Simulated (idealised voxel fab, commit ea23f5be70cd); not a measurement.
This is a process module. Its name is voxel ribs on slabs.
Section cut is 235 nm wide and gridded with 5 nm square cells.
For the purposes of this document, a cross-section shall be understood as a grid of square cells, specified as bands listed in top-to-bottom order, each band consisting of one or more rows of cells. The band entry comprises the height of the band's top followed by the height of its bottom, expressed in nm, and subsequently the band's materials from left to right, each stated together with its width in nm. Where a single material is marked with the word "edge to edge", that material fills the band from edge to edge. The word "empty" represents empty space. The level at which height equals 0 is the one under which the wafer, as it arrives, is entirely one material. No lower edge exists for the bottom band, which continues downward and is notated as in "0 and below". A two-number width, for instance "30..40", indicates that the width is equal to the first number in the top row of the band and to the second number in the bottom row, and that it changes by a constant amount per row of cells. Any step labelled "no alteration" changed none of the cells in the cross-section. You'll see "Fully sealed voids" listing empty spaces that have no way open to the top, as long as they're 8 cells or more; the notation is width x height at distance, where the distance is from the left edge, and all of it is in nm. On each step's line, the part that comes after the settings is the simulator's own comment on the step. overlay nm, on a step with a mask: how far to the right of its planned place the mask lay; to the left if negative.
**Process steps (planned)**
1. RECEIVE with material Si
2. DIRECTIONAL_DEP with material SiO2, thk nm 25
3. DIRECTIONAL_DEP with material polySi, thk nm 25
4. DIRECTIONAL_DEP with material aC, thk nm 15
5. PATTERN with tone cover, mask id RIB, material resist, width nm 20, thk nm 30, overlay nm 0
6. DIRECTIONAL_ETCH with etch materials aC, depth nm 15
7. STRIP with etch materials resist
8. DIRECTIONAL_ETCH with etch materials polySi, depth nm 15
9. STRIP with etch materials aC
10. PATTERN with tone cover, mask id SLAB, material resist, width nm 60, thk nm 20, overlay nm 0
11. DIRECTIONAL_ETCH with etch materials polySi, depth nm 10
12. STRIP with etch materials resist
13. FILL_DEP with material SiO2, thk nm 20
14. CMP with height nm 65
15. DIRECTIONAL_DEP with material W, thk nm 10
16. MASKED_ETCH with tone cover, mask id HEATER, width nm 30, etch materials W, depth nm 10, overlay nm 0
17. CONFORMAL_DEP with material SiN, thk nm 10
**First of two wafers, processed according to plan**
**as received, after step 1**
  0 and below: Si edge to edge
  Fully sealed voids: none
**How the wafer stands in section after step 2**
  25 down to 0: SiO2 edge to edge
  At heights below 0, the structure remains unaltered.
**How the wafer stands in section after step 3**
  50 down to 25: polySi edge to edge
  At heights below 25, the structure remains unaltered.
**How the wafer stands in section after step 4**
  65 down to 50: aC edge to edge
  At heights below 50, the structure remains unaltered.
**How the wafer stands in section after step 5**
  95 down to 65: empty 105 / resist 20 / empty 110
  At heights below 65, the structure remains unaltered.
**How the wafer stands in section after step 6**
  80 down to 65: empty 105 / resist 20 / empty 110
  65 down to 50: empty 105 / aC 20 / empty 110
  At heights below 50, the structure remains unaltered.
**How the wafer stands in section after step 7**
  65 down to 50: empty 105 / aC 20 / empty 110
  At heights below 50, the structure remains unaltered.
**How the wafer stands in section after step 8**
  65 down to 50: empty 105 / aC 20 / empty 110
  50 down to 35: empty 105 / polySi 20 / empty 110
  At heights below 35, the structure remains unaltered.
**How the wafer stands in section after step 9**
  50 down to 35: empty 105 / polySi 20 / empty 110
  At heights below 35, the structure remains unaltered.
**How the wafer stands in section after step 10**
  70 down to 50: empty 85 / resist 60 / empty 90
  50 down to 35: empty 85 / resist 20 / polySi 20 / resist 20 / empty 90
  At heights below 35, the structure remains unaltered.
**How the wafer stands in section after step 11**
  70 down to 50: empty 85 / resist 60 / empty 90
  50 down to 35: empty 85 / resist 20 / polySi 20 / resist 20 / empty 90
  35 down to 25: empty 85 / polySi 60 / empty 90
  At heights below 25, the structure remains unaltered.
**How the wafer stands in section after step 12**
  50 down to 35: empty 105 / polySi 20 / empty 110
  At heights below 35, the structure remains unaltered.
**How the wafer stands in section after step 13**
  70 down to 50: SiO2 edge to edge
  50 down to 35: SiO2 105 / polySi 20 / SiO2 110
  35 down to 25: SiO2 85 / polySi 60 / SiO2 90
  At heights below 25, the structure remains unaltered.
**How the wafer stands in section after step 14**
  65 down to 50: SiO2 edge to edge
  At heights below 50, the structure remains unaltered.
**How the wafer stands in section after step 15**
  75 down to 65: W edge to edge
  At heights below 65, the structure remains unaltered.
**How the wafer stands in section after step 16**
  75 down to 65: empty 100 / W 30 / empty 105
  At heights below 65, the structure remains unaltered.
**How the wafer stands in section after step 17**
  85 down to 75: empty 90 / SiN 50 / empty 95
  75 down to 65: SiN 100 / W 30 / SiN 105
  At heights below 65, the structure remains unaltered.
**For the second wafer, take the first wafer's start and plan, then add one mistake made in running it; everything through step 15, that step included, is shared with the first**
**The second wafer cut through, at the time step 16 was supposed to be finished**
  75 down to 65: empty 110 / W 30 / empty 95
  At heights below 65, the structure remains unaltered.
**The second wafer cut through, at the time step 17 was supposed to be finished**
  85 down to 75: empty 100 / SiN 50 / empty 85
  75 down to 65: SiN 110 / W 30 / SiN 95
  At heights below 65, the structure remains unaltered.
Here's what went sideways: step 16 did not use the planned setting and instead ran as MASKED_ETCH with tone cover, mask id HEATER, width nm 30, etch materials W, depth nm 10, overlay nm 10
Same inventory, different map: at the end, the second wafer holds as many cells of each material as the first, placed elsewhere.
